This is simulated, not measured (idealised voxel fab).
Proc. module: voxel capacitor over wiring
Cross-section cut spans 280 nm and uses square cells 5 nm in size.
Format of a cross-section: grid, square cells. Given as bands. Order: top down. Band: one or more rows of cells. Top height, bottom height, nm. Materials left to right, width each, nm. Single material + "throughout" = fills band edge to edge. "blank" = empty. Ref level 0: as-received wafer is one material below here. Bottom band extends down with no lower bound ("0..down"). The notation "30 to 40" denotes a width that varies across the rows of cells in the band, beginning at the first number in the top row, finishing at the second number in the bottom row, and changing by an identical amount from each row to the next. Where a step carries "stayed the same", the cross-section came out of it unchanged, cell for cell. "Sealed-off cavities" lists enclosed empty spaces (at least 8 cells, no open path upward to the top), each as width x height at distance from the left edge, in nm. Post-settings text on a step line: simulator's own remark regarding the step. The setting "overlay nm" may be written on the line of a step. When the step uses a mask, the value reports how far to the right of the planned place the mask lay, and a negative value reports that it lay to the left. Heads up before you read on: it's before/after pairs around one process step each, after side only down to the lowest band that changed, step plus settings under the pair. Pairs can be from different runs of this module, same starting wafer, so only chain a pair onto the one above if its "before" entry says so.

Before
  90..85  110 nm TiN, then 5 nm blank, then 165 nm TiN
  85..75  105 nm SiO2, then 5 nm TiN, then 5 nm blank, then 5 nm TiN, then 160 nm SiO2
  75..70  105 nm SiO2, then 15 nm TiN, then 160 nm SiO2
  70..60  95 nm SiO2, then 60 nm TiN, then 125 nm SiO2
  60..55  95 nm SiO2, then 60 nm Al2O3, then 125 nm SiO2
  55..45  90 nm SiO2, then 70 nm TiN, then 120 nm SiO2
  45..35  95 nm lowk, then 5 nm TiN, then 5 nm W, then 5 nm TiN, then 170 nm lowk
  35..30  95 nm SiCN, then 15 nm TiN, then 170 nm SiCN
  30..15  85 nm SiO2, then 5 nm SiN, then 20 nm Ru, then 5 nm SiN, then 50 nm SiO2, then 5 nm SiN, then 20 nm Ru, then 5 nm SiN, then 85 nm SiO2
  15..10  90 nm SiN, then 20 nm TiN, then 60 nm SiN, then 20 nm TiN, then 90 nm SiN
  10..0  SiO2 throughout
  0..down  Si throughout
  Sealed-off cavities: none

Step Result
  100..90  Ru throughout
  90..85  110 nm TiN, then 5 nm Ru, then 165 nm TiN
  85..75  105 nm SiO2, then 5 nm TiN, then 5 nm Ru, then 5 nm TiN, then 160 nm SiO2
  All layers under 75 are left as they were.
  Sealed-off cavities: none
Upper to lower cross-section via op FILL_DEP | material Ru | thk nm 10

before: this step begins from the cross-section that the pair just above shows after its step.

Step Result
  85..75  105 nm SiO2, then 5 nm TiN, then 5 nm Ru, then 5 nm TiN, then 160 nm SiO2
  All layers under 75 are left as they were.
  Sealed-off cavities: none
Upper to lower cross-section via op CMP | height nm 85

before: this step begins from the cross-section that the pair just above shows after its step.

Step Result
  90..85  SiCN throughout
  All layers under 85 are left as they were.
  Sealed-off cavities: none
Upper to lower cross-section via op CONFORMAL_DEP | material SiCN | thk nm 5

Before
  85..70  SiO2 throughout
  70..60  95 nm SiO2, then 60 nm TiN, then 125 nm SiO2
  60..55  95 nm SiO2, then 60 nm Al2O3, then 125 nm SiO2
  55..45  90 nm SiO2, then 70 nm TiN, then 120 nm SiO2
  45..35  95 nm lowk, then 5 nm TiN, then 5 nm W, then 5 nm TiN, then 170 nm lowk
  35..30  95 nm SiCN, then 15 nm TiN, then 170 nm SiCN
  30..15  80 nm SiO2, then 5 nm SiN, then 25 nm Ru, then 5 nm SiN, then 45 nm SiO2, then 5 nm SiN, then 25 nm Ru, then 5 nm SiN, then 85 nm SiO2
  15..10  85 nm SiN, then 25 nm TiN, then 55 nm SiN, then 25 nm TiN, then 90 nm SiN
  10..0  SiO2 throughout
  0..down  Si throughout
  Sealed-off cavities: none

Step Result
  100..85  110 nm resist, then 15 nm blank, then 155 nm resist
  All layers under 85 are left as they were.
  Sealed-off cavities: none
Upper to lower cross-section via op PATTERN | tone open | mask id PLUG_2 | material resist | width nm 15 | thk nm 15 | overlay nm 5

before: this step begins from the cross-section that the pair just above shows after its step.

Step Result
  100..85  110 nm resist, then 15 nm blank, then 155 nm resist
  85..70  110 nm SiO2, then 15 nm blank, then 155 nm SiO2
  All layers under 70 are left as they were.
  Sealed-off cavities: none
Upper to lower cross-section via op DIRECTIONAL_ETCH | etch materials SiO2 | depth nm 15

before: this step begins from the cross-section that the pair just above shows after its step.

Step Result
  85..70  110 nm SiO2, then 15 nm blank, then 155 nm SiO2
  All layers under 70 are left as they were.
  Sealed-off cavities: none
Upper to lower cross-section via op STRIP | etch materials resist

before: this step begins from the cross-section that the pair just above shows after its step.

Step Result
  90..85  115 nm TiN, then 5 nm blank, then 160 nm TiN
  85..75  110 nm SiO2, then 5 nm TiN, then 5 nm blank, then 5 nm TiN, then 155 nm SiO2
  75..70  110 nm SiO2, then 15 nm TiN, then 155 nm SiO2
  All layers under 70 are left as they were.
  Sealed-off cavities: none
Upper to lower cross-section via op CONFORMAL_DEP | material TiN | thk nm 5

before: this step begins from the cross-section that the pair just above shows after its step.

Step Result
  100..90  Ru throughout
  90..85  115 nm TiN, then 5 nm Ru, then 160 nm TiN
  85..75  110 nm SiO2, then 5 nm TiN, then 5 nm Ru, then 5 nm TiN, then 155 nm SiO2
  All layers under 75 are left as they were.
  Sealed-off cavities: none
Upper to lower cross-section via op FILL_DEP | material Ru | thk nm 10

before: this step begins from the cross-section that the pair just above shows after its step.

Step Result
  85..75  110 nm SiO2, then 5 nm TiN, then 5 nm Ru, then 5 nm TiN, then 155 nm SiO2
  All layers under 75 are left as they were.
  Sealed-off cavities: none
Upper to lower cross-section via op CMP | height nm 85

before: this step begins from the cross-section that the pair just above shows after its step.

Step Result
  90..85  SiCN throughout
  All layers under 85 are left as they were.
  Sealed-off cavities: none
Upper to lower cross-section via op CONFORMAL_DEP | material SiCN | thk nm 5

Before
  50..45  100 nm TiN, then 5 nm blank, then 175 nm TiN
  45..35  95 nm lowk, then 5 nm TiN, then 5 nm blank, then 5 nm TiN, then 170 nm lowk
  35..30  95 nm SiCN, then 15 nm TiN, then 170 nm SiCN
  30..15  80 nm SiO2, then 5 nm SiN, then 25 nm Ru, then 5 nm SiN, then 45 nm SiO2, then 5 nm SiN, then 25 nm Ru, then 5 nm SiN, then 85 nm SiO2
  15..10  85 nm SiN, then 25 nm TiN, then 55 nm SiN, then 25 nm TiN, then 90 nm SiN
  10..0  SiO2 throughout
  0..down  Si throughout
  Sealed-off cavities: none

Step Result
  60..50  SiCN throughout
  50..45  100 nm TiN, then 5 nm SiCN, then 175 nm TiN
  45..35  95 nm lowk, then 5 nm TiN, then 5 nm SiCN, then 5 nm TiN, then 170 nm lowk
  All layers under 35 are left as they were.
  Sealed-off cavities: none
Upper to lower cross-section via op FILL_DEP | material SiCN | thk nm 10

before: this step begins from the cross-section that the pair just above shows after its step.

Step Result
  45..35  95 nm lowk, then 5 nm TiN, then 5 nm SiCN, then 5 nm TiN, then 170 nm lowk
  All layers under 35 are left as they were.
  Sealed-off cavities: none
Upper to lower cross-section via op CMP | height nm 45

before: this step begins from the cross-section that the pair just above shows after its step.

Step Result
  55..45  TiN throughout
  All layers under 45 are left as they were.
  Sealed-off cavities: none
Upper to lower cross-section via op DIRECTIONAL_DEP | material TiN | thk nm 10

before: this step begins from the cross-section that the pair just above shows after its step.

Step Result
  60..55  Al2O3 throughout
  All layers under 55 are left as they were.
  Sealed-off cavities: none
Upper to lower cross-section via op DIRECTIONAL_DEP | material Al2O3 | thk nm 5

before: this step begins from the cross-section that the pair just above shows after its step.

Step Result
  70..60  TiN throughout
  All layers under 60 are left as they were.
  Sealed-off cavities: none
Upper to lower cross-section via op DIRECTIONAL_DEP | material TiN | thk nm 10

before: this step begins from the cross-section that the pair just above shows after its step.

Step Result
  85..70  95 nm blank, then 60 nm resist, then 125 nm blank
  All layers under 70 are left as they were.
  Sealed-off cavities: none
Upper to lower cross-section via op PATTERN | tone cover | mask id UPPER_PLATE | material resist | width nm 60 | thk nm 15 | overlay nm 0

before: this step begins from the cross-section that the pair just above shows after its step.

Step Result
  85..70  95 nm blank, then 60 nm resist, then 125 nm blank
  70..60  95 nm blank, then 60 nm TiN, then 125 nm blank
  All layers under 60 are left as they were.
  Sealed-off cavities: none
Upper to lower cross-section via op DIRECTIONAL_ETCH | etch materials TiN | depth nm 10

before: this step begins from the cross-section that the pair just above shows after its step.

Step Result
  85..70  95 nm blank, then 60 nm resist, then 125 nm blank
  70..60  95 nm blank, then 60 nm TiN, then 125 nm blank
  60..55  95 nm blank, then 60 nm Al2O3, then 125 nm blank
  All layers under 55 are left as they were.
  Sealed-off cavities: none
Upper to lower cross-section via op DIRECTIONAL_ETCH | etch materials Al2O3 | depth nm 5

before: this step begins from the cross-section that the pair just above shows after its step.

Step Result
  70..60  95 nm blank, then 60 nm TiN, then 125 nm blank
  All layers under 60 are left as they were.
  Sealed-off cavities: none
Upper to lower cross-section via op STRIP | etch materials resist

before: this step begins from the cross-section that the pair just above shows after its step.

Step Result
  70..60  95 nm blank, then 60 nm TiN, then 125 nm blank
  60..55  95 nm blank, then 60 nm Al2O3, then 125 nm blank
  55..45  90 nm blank, then 70 nm TiN, then 120 nm blank
  All layers under 45 are left as they were.
  Sealed-off cavities: none
Upper to lower cross-section via op MASKED_ETCH | tone cover | mask id LOWER_PLATE | width nm 70 | etch materials TiN | depth nm 10 | overlay nm 0

before: this step begins from the cross-section that the pair just above shows after its step.

Step Result
  90..70  SiO2 throughout
  70..60  95 nm SiO2, then 60 nm TiN, then 125 nm SiO2
  60..55  95 nm SiO2, then 60 nm Al2O3, then 125 nm SiO2
  55..45  90 nm SiO2, then 70 nm TiN, then 120 nm SiO2
  All layers under 45 are left as they were.
  Sealed-off cavities: none
Upper to lower cross-section via op FILL_DEP | material SiO2 | thk nm 20

before: this step begins from the cross-section that the pair just above shows after its step.

Step Result
  85..70  SiO2 throughout
  All layers under 70 are left as they were.
  Sealed-off cavities: none
Upper to lower cross-section via op CMP | height nm 85

before: this step begins from the cross-section that the pair just above shows after its step.

Step Result
  100..85  105 nm resist, then 15 nm blank, then 160 nm resist
  All layers under 85 are left as they were.
  Sealed-off cavities: none
Upper to lower cross-section via op PATTERN | tone open | mask id PLUG_2 | material resist | width nm 15 | thk nm 15 | overlay nm 0

before: this step begins from the cross-section that the pair just above shows after its step.

Step Result
  100..85  105 nm resist, then 15 nm blank, then 160 nm resist
  85..70  105 nm SiO2, then 15 nm blank, then 160 nm SiO2
  All layers under 70 are left as they were.
  Sealed-off cavities: none
Upper to lower cross-section via op DIRECTIONAL_ETCH | etch materials SiO2 | depth nm 15

before: this step begins from the cross-section that the pair just above shows after its step.

Step Result
  85..70  105 nm SiO2, then 15 nm blank, then 160 nm SiO2
  All layers under 70 are left as they were.
  Sealed-off cavities: none
Upper to lower cross-section via op STRIP | etch materials resist

before: this step begins from the cross-section that the pair just above shows after its step.

Step Result
  90..85  110 nm TiN, then 5 nm blank, then 165 nm TiN
  85..75  105 nm SiO2, then 5 nm TiN, then 5 nm blank, then 5 nm TiN, then 160 nm SiO2
  75..70  105 nm SiO2, then 15 nm TiN, then 160 nm SiO2
  All layers under 70 are left as they were.
  Sealed-off cavities: none
Upper to lower cross-section via op CONFORMAL_DEP | material TiN | thk nm 5

before: this step begins from the cross-section that the pair just above shows after its step.

Step Result
  100..90  Ru throughout
  90..85  110 nm TiN, then 5 nm Ru, then 165 nm TiN
  85..75  105 nm SiO2, then 5 nm TiN, then 5 nm Ru, then 5 nm TiN, then 160 nm SiO2
  All layers under 75 are left as they were.
  Sealed-off cavities: none
Upper to lower cross-section via op FILL_DEP | material Ru | thk nm 10

before: this step begins from the cross-section that the pair just above shows after its step.

Step Result
  85..75  105 nm SiO2, then 5 nm TiN, then 5 nm Ru, then 5 nm TiN, then 160 nm SiO2
  All layers under 75 are left as they were.
  Sealed-off cavities: none
Upper to lower cross-section via op CMP | height nm 85

before: this step begins from the cross-section that the pair just above shows after its step.

Step Result
  90..85  SiCN throughout
  All layers under 85 are left as they were.
  Sealed-off cavities: none
Upper to lower cross-section via op CONFORMAL_DEP | material SiCN | thk nm 5

Before
  70..60  TiN throughout
  60..55  Al2O3 throughout
  55..45  TiN throughout
  45..35  95 nm lowk, then 5 nm TiN, then 5 nm W, then 5 nm TiN, then 170 nm lowk
  35..30  95 nm SiCN, then 15 nm TiN, then 170 nm SiCN
  30..15  80 nm SiO2, then 5 nm SiN, then 25 nm Ru, then 5 nm SiN, then 45 nm SiO2, then 5 nm SiN, then 25 nm Ru, then 5 nm SiN, then 85 nm SiO2
  15..10  85 nm SiN, then 25 nm TiN, then 55 nm SiN, then 25 nm TiN, then 90 nm SiN
  10..0  SiO2 throughout
  0..down  Si throughout
  Sealed-off cavities: none

Step Result
  85..70  95 nm resist, then 60 nm blank, then 125 nm resist
  All layers under 70 are left as they were.
  Sealed-off cavities: none
Upper to lower cross-section via op PATTERN | tone open | mask id UPPER_PLATE | material resist | width nm 60 | thk nm 15 | overlay nm 0

before: this step begins from the cross-section that the pair just above shows after its step.

Step Result
  85..70  95 nm resist, then 60 nm blank, then 125 nm resist
  70..60  95 nm TiN, then 60 nm blank, then 125 nm TiN
  All layers under 60 are left as they were.
  Sealed-off cavities: none
Upper to lower cross-section via op DIRECTIONAL_ETCH | etch materials TiN | depth nm 10

before: this step begins from the cross-section that the pair just above shows after its step.

Step Result
  85..70  95 nm resist, then 60 nm blank, then 125 nm resist
  70..60  95 nm TiN, then 60 nm blank, then 125 nm TiN
  60..55  95 nm Al2O3, then 60 nm blank, then 125 nm Al2O3
  All layers under 55 are left as they were.
  Sealed-off cavities: none
Upper to lower cross-section via op DIRECTIONAL_ETCH | etch materials Al2O3 | depth nm 5

before: this step begins from the cross-section that the pair just above shows after its step.

Step Result
  70..60  95 nm TiN, then 60 nm blank, then 125 nm TiN
  All layers under 60 are left as they were.
  Sealed-off cavities: none
Upper to lower cross-section via op STRIP | etch materials resist

before: this step begins from the cross-section that the pair just above shows after its step.

Step Result
  70..60  90 nm blank, then 5 nm TiN, then 60 nm blank, then 5 nm TiN, then 120 nm blank
  All layers under 60 are left as they were.
  Sealed-off cavities: none
Upper to lower cross-section via op MASKED_ETCH | tone cover | mask id LOWER_PLATE | width nm 70 | etch materials TiN | depth nm 10 | overlay nm 0

before: this step begins from the cross-section that the pair just above shows after its step.

Step Result
  90..70  SiO2 throughout
  70..60  90 nm SiO2, then 5 nm TiN, then 60 nm SiO2, then 5 nm TiN, then 120 nm SiO2
  60..55  95 nm Al2O3, then 60 nm SiO2, then 125 nm Al2O3
  All layers under 55 are left as they were.
  Sealed-off cavities: none
Upper to lower cross-section via op FILL_DEP | material SiO2 | thk nm 20

before: this step begins from the cross-section that the pair just above shows after its step.

Step Result
  85..70  SiO2 throughout
  All layers under 70 are left as they were.
  Sealed-off cavities: none
Upper to lower cross-section via op CMP | height nm 85

before: this step begins from the cross-section that the pair just above shows after its step.

Step Result
  100..85  105 nm resist, then 15 nm blank, then 160 nm resist
  All layers under 85 are left as they were.
  Sealed-off cavities: none
Upper to lower cross-section via op PATTERN | tone open | mask id PLUG_2 | material resist | width nm 15 | thk nm 15 | overlay nm 0

before: this step begins from the cross-section that the pair just above shows after its step.

Step Result
  100..85  105 nm resist, then 15 nm blank, then 160 nm resist
  85..70  105 nm SiO2, then 15 nm blank, then 160 nm SiO2
  All layers under 70 are left as they were.
  Sealed-off cavities: none
Upper to lower cross-section via op DIRECTIONAL_ETCH | etch materials SiO2 | depth nm 15

before: this step begins from the cross-section that the pair just above shows after its step.

Step Result
  85..70  105 nm SiO2, then 15 nm blank, then 160 nm SiO2
  All layers under 70 are left as they were.
  Sealed-off cavities: none
Upper to lower cross-section via op STRIP | etch materials resist

before: this step begins from the cross-section that the pair just above shows after its step.

Step Result
  90..85  110 nm TiN, then 5 nm blank, then 165 nm TiN
  85..75  105 nm SiO2, then 5 nm TiN, then 5 nm blank, then 5 nm TiN, then 160 nm SiO2
  75..70  105 nm SiO2, then 15 nm TiN, then 160 nm SiO2
  All layers under 70 are left as they were.
  Sealed-off cavities: none
Upper to lower cross-section via op CONFORMAL_DEP | material TiN | thk nm 5

before: this step begins from the cross-section that the pair just above shows after its step.

Step Result
  100..90  Ru throughout
  90..85  110 nm TiN, then 5 nm Ru, then 165 nm TiN
  85..75  105 nm SiO2, then 5 nm TiN, then 5 nm Ru, then 5 nm TiN, then 160 nm SiO2
  All layers under 75 are left as they were.
  Sealed-off cavities: none
Upper to lower cross-section via op FILL_DEP | material Ru | thk nm 10

before: this step begins from the cross-section that the pair just above shows after its step.

Step Result
  85..75  105 nm SiO2, then 5 nm TiN, then 5 nm Ru, then 5 nm TiN, then 160 nm SiO2
  All layers under 75 are left as they were.
  Sealed-off cavities: none
Upper to lower cross-section via op CMP | height nm 85

before: this step begins from the cross-section that the pair just above shows after its step.

Step Result
  90..85  SiCN throughout
  All layers under 85 are left as they were.
  Sealed-off cavities: none
Upper to lower cross-section via op CONFORMAL_DEP | material SiCN | thk nm 5
